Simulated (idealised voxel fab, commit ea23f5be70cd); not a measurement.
process module | voxel wiring stack
cross-section cut | 260 nm wide | cells 5 nm
A cross-section is a grid of square cells, given in bands from the top down. A band is one or more rows of cells.
Each band's line starts with the height of the band's top and of its bottom, in nm. Then come its materials from left to right, each with its width in nm. One material with "throughout" fills the band from edge to edge. "air" is empty space.
Height 0 is the level under which the wafer as received is all one material. The lowest band goes on downwards, as in "0 down".
A width such as "30 to 40" changes by the same amount from each row of cells to the next, from the band's top row to its bottom row.
"no change" after a step means that no cell of the cross-section changed.
closed voids: empty space of 8 cells or more with no open way to the top, each as width x height at its distance from the left edge, in nm
after a step's settings: what the simulator itself notes on the step
overlay nm, on a step with a mask: how far to the right of its planned place the mask lay; to the left if negative
plan
1 op RECEIVE | material Si
2 op CONFORMAL_DEP | material SiO2 | thk nm 15
3 op DIRECTIONAL_DEP | material TiN | thk nm 5
4 op DIRECTIONAL_DEP | material Ru | thk nm 15
5 op PATTERN | tone cover | mask id METAL_1 | material resist | width nm 20 | pitch nm 45 | thk nm 20 | overlay nm 0
6 op DIRECTIONAL_ETCH | etch materials Ru | depth nm 15
7 op DIRECTIONAL_ETCH | etch materials TiN | depth nm 5
8 op STRIP | etch materials resist
9 op CONFORMAL_DEP | material SiN | thk nm 5
10 op FILL_DEP | material SiO2 | thk nm 10
11 op CMP | height nm 35
12 op CONFORMAL_DEP | material SiCN | thk nm 5
13 op DIRECTIONAL_DEP | material SiO2 | thk nm 30
14 op MASKED_ETCH | tone open | mask id METAL_2_HOLES | width nm 15 | pitch nm 45 | etch materials SiO2 | depth nm 30 | overlay nm -15
15 op MASKED_ETCH | tone open | mask id METAL_2 | width nm 20 | pitch nm 45 | etch materials SiO2 | depth nm 15 | overlay nm 0
16 op MASKED_ETCH | tone open | mask id METAL_2 | width nm 20 | pitch nm 45 | etch materials SiCN | depth nm 5 | overlay nm 0
17 op CONFORMAL_DEP | material TiN | thk nm 5
18 op FILL_DEP | material Ru | thk nm 10
19 op CMP | height nm 70
20 op CONFORMAL_DEP | material SiCN | thk nm 5
varied across the wafers: overlay nm of step 14. The plan shows the first wafer's value. All wafers start alike
first wafer as received, after step 1
  0 down: Si throughout
  closed voids: none
first wafer at the end, after step 20
  75 to 70: SiCN throughout
  70 to 60: SiO2 35 | TiN 5 | Ru 25 | TiN 5 | SiO2 10 | TiN 5 | Ru 25 | TiN 5 | SiO2 10 | TiN 5 | Ru 25 | TiN 5 | SiO2 10 | TiN 5 | Ru 25 | TiN 5 | SiO2 55
  60 to 55: SiO2 35 | TiN 5 | Ru 5 | TiN 25 | SiO2 10 | TiN 5 | Ru 5 | TiN 25 | SiO2 10 | TiN 5 | Ru 5 | TiN 25 | SiO2 10 | TiN 5 | Ru 5 | TiN 25 | SiO2 55
  55 to 45: SiO2 35 | TiN 5 | Ru 5 | TiN 5 | SiO2 30 | TiN 5 | Ru 5 | TiN 5 | SiO2 30 | TiN 5 | Ru 5 | TiN 5 | SiO2 30 | TiN 5 | Ru 5 | TiN 5 | SiO2 75
  45 to 40: SiO2 35 | TiN 15 | SiO2 30 | TiN 15 | SiO2 30 | TiN 15 | SiO2 30 | TiN 15 | SiO2 75
  40 to 35: SiCN throughout
  35 to 20: SiO2 45 | SiN 5 | Ru 20 | SiN 5 | SiO2 15 | SiN 5 | Ru 20 | SiN 5 | SiO2 15 | SiN 5 | Ru 20 | SiN 5 | SiO2 15 | SiN 5 | Ru 20 | SiN 5 | SiO2 50
  20 to 15: SiN 50 | TiN 20 | SiN 25 | TiN 20 | SiN 25 | TiN 20 | SiN 25 | TiN 20 | SiN 55
  15 to 0: SiO2 throughout
  0 down: Si throughout
  closed voids: none
last wafer at the end
  75 to 70: SiCN throughout
  70 to 60: SiO2 50 | TiN 5 | Ru 20 | TiN 5 | SiO2 15 | TiN 5 | Ru 20 | TiN 5 | SiO2 15 | TiN 5 | Ru 20 | TiN 5 | SiO2 15 | TiN 5 | Ru 20 | TiN 5 | SiO2 45
  60 to 55: SiO2 50 | TiN 20 | Ru 5 | TiN 5 | SiO2 15 | TiN 20 | Ru 5 | TiN 5 | SiO2 15 | TiN 20 | Ru 5 | TiN 5 | SiO2 15 | TiN 20 | Ru 5 | TiN 5 | SiO2 45
  55 to 45: SiO2 65 | TiN 5 | Ru 5 | TiN 5 | SiO2 30 | TiN 5 | Ru 5 | TiN 5 | SiO2 30 | TiN 5 | Ru 5 | TiN 5 | SiO2 30 | TiN 5 | Ru 5 | TiN 5 | SiO2 45
  45 to 40: SiO2 65 | TiN 15 | SiO2 30 | TiN 15 | SiO2 30 | TiN 15 | SiO2 30 | TiN 15 | SiO2 45
  40 to 35: SiCN 65 | TiN 5 | SiCN 40 | TiN 5 | SiCN 40 | TiN 5 | SiCN 40 | TiN 5 | SiCN 55
  35 to 20: SiO2 45 | SiN 5 | Ru 20 | SiN 5 | SiO2 15 | SiN 5 | Ru 20 | SiN 5 | SiO2 15 | SiN 5 | Ru 20 | SiN 5 | SiO2 15 | SiN 5 | Ru 20 | SiN 5 | SiO2 50
  20 to 15: SiN 50 | TiN 20 | SiN 25 | TiN 20 | SiN 25 | TiN 20 | SiN 25 | TiN 20 | SiN 55
  15 to 0: SiO2 throughout
  0 down: Si throughout
  closed voids: none
each wafer at the end: cells of each material gained (+) or lost (-) since it was received, then its closed voids
overlay nm -15 | +100 Ru | +104 SiCN | +60 SiN | +432 SiO2 | +84 TiN | closed voids: none
overlay nm -10 | +92 Ru | +100 SiCN | +60 SiN | +444 SiO2 | +84 TiN | closed voids: none
overlay nm -5 | +84 Ru | +96 SiCN | +60 SiN | +456 SiO2 | +84 TiN | closed voids: none
overlay nm 0 | +80 Ru | +92 SiCN | +60 SiN | +468 SiO2 | +80 TiN | closed voids: none
overlay nm 5 | +80 Ru | +92 SiCN | +60 SiN | +468 SiO2 | +80 TiN | closed voids: none
overlay nm 10 | +84 Ru | +96 SiCN | +60 SiN | +456 SiO2 | +84 TiN | closed voids: none
overlay nm 15 | +92 Ru | +100 SiCN | +60 SiN | +444 SiO2 | +84 TiN | closed voids: none
